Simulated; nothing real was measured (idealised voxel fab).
You're looking at the process module voxel local oxidation.
Pictured: cross-section cut, 235 nm wide, on a grid of 5 nm square cells.
Cross-section layout: square cells on a grid; listed as bands, top to bottom; a band spans one or more cell rows.
A band entry consists of two parts. The first gives the height of the band's top and the height of its bottom, in nm. The rest lists the band's materials from left to right, each with its width in nm. A single material labelled with the word "throughout" fills the band from edge to edge, and the word "air" marks empty space.
Note: height 0 marks the level under which the wafer is uniformly one material as received. Lowest band unbounded below, written "0 -> down".
A width such as "30..40" changes by the same amount from each row of cells to the next, from the band's top row to its bottom row.
Step marked "left unchanged"? Then no cell in the cross-section changed in it.
"Sealed void inventory": empty spaces of 8 cells or more with no open way to the top, each given as width x height at distance, distance from the left edge, all in nm.
Text after the settings on a step's line: the simulator's own remark on that step.
The "overlay nm" setting may appear on a step's line; for a step that uses a mask, it gives how far to the right of its planned position the mask lay, and a negative value indicates the left.

# Steps planned for the process
1. RECEIVE [material Si]
2. OXIDIZE [depth nm 5]
3. CONFORMAL_DEP [material SiN] [thk nm 15]
4. PATTERN [tone cover] [mask id ACTIVE] [material resist] [width nm 130] [thk nm 20] [overlay nm 0]
5. DIRECTIONAL_ETCH [etch materials SiN] [depth nm 15]
6. STRIP [etch materials resist]
7. SELECTIVE_ETCH [etch materials SiO2] [depth nm 5]
8. OXIDIZE [depth nm 10]
9. STRIP [etch materials SiN]

# Concerning the first of two wafers, which was run in accordance with the plan

# Cross-section of the wafer as it came to us, i.e., already through step 1
* 0 -> down  Si throughout
* Sealed void inventory: none

# You're looking at a cross-section of the wafer after step 2
* 0 -> -5  SiO2 throughout
* Beneath the level -5, the cross-section is identical to its previous state.

# You're looking at a cross-section of the wafer after step 3
* 15 -> 0  SiN throughout
* Beneath the level 0, the cross-section is identical to its previous state.

# You're looking at a cross-section of the wafer after step 4
* 35 -> 15  air 50 nm; resist 130 nm; air 55 nm
* Beneath the level 15, the cross-section is identical to its previous state.

# You're looking at a cross-section of the wafer after step 5
* 35 -> 15  air 50 nm; resist 130 nm; air 55 nm
* 15 -> 0  air 50 nm; SiN 130 nm; air 55 nm
* Beneath the level 0, the cross-section is identical to its previous state.

# You're looking at a cross-section of the wafer after step 6
* 15 -> 0  air 50 nm; SiN 130 nm; air 55 nm
* Beneath the level 0, the cross-section is identical to its previous state.

# You're looking at a cross-section of the wafer after step 7
* 15 -> 0  air 50 nm; SiN 130 nm; air 55 nm
* 0 -> -5  air 55 nm; SiO2 120 nm; air 60 nm
* Beneath the level -5, the cross-section is identical to its previous state.

# You're looking at a cross-section of the wafer after step 8
* 15 -> 0  air 50 nm; SiN 130 nm; air 55 nm
* 0 -> -5  air 55 nm; SiO2 120 nm; air 60 nm
* -5 -> -15  SiO2 65 nm; Si 100 nm; SiO2 70 nm
* Beneath the level -15, the cross-section is identical to its previous state.

# You're looking at a cross-section of the wafer after step 9
* 0 -> -5  air 55 nm; SiO2 120 nm; air 60 nm
* Beneath the level -5, the cross-section is identical to its previous state.

# Second wafer, same starting conditions and recipe as the first, one mistake in executing it, nothing differs from the first up to and including step 8

Second wafer, cross-section, planned end of step 9: left unchanged
Short version of what went wrong: step 9 of the plan never got run, it was skipped over
Wrapping up, a cell-based count of both wafers puts the second over or under the first for these materials: +78 SiN
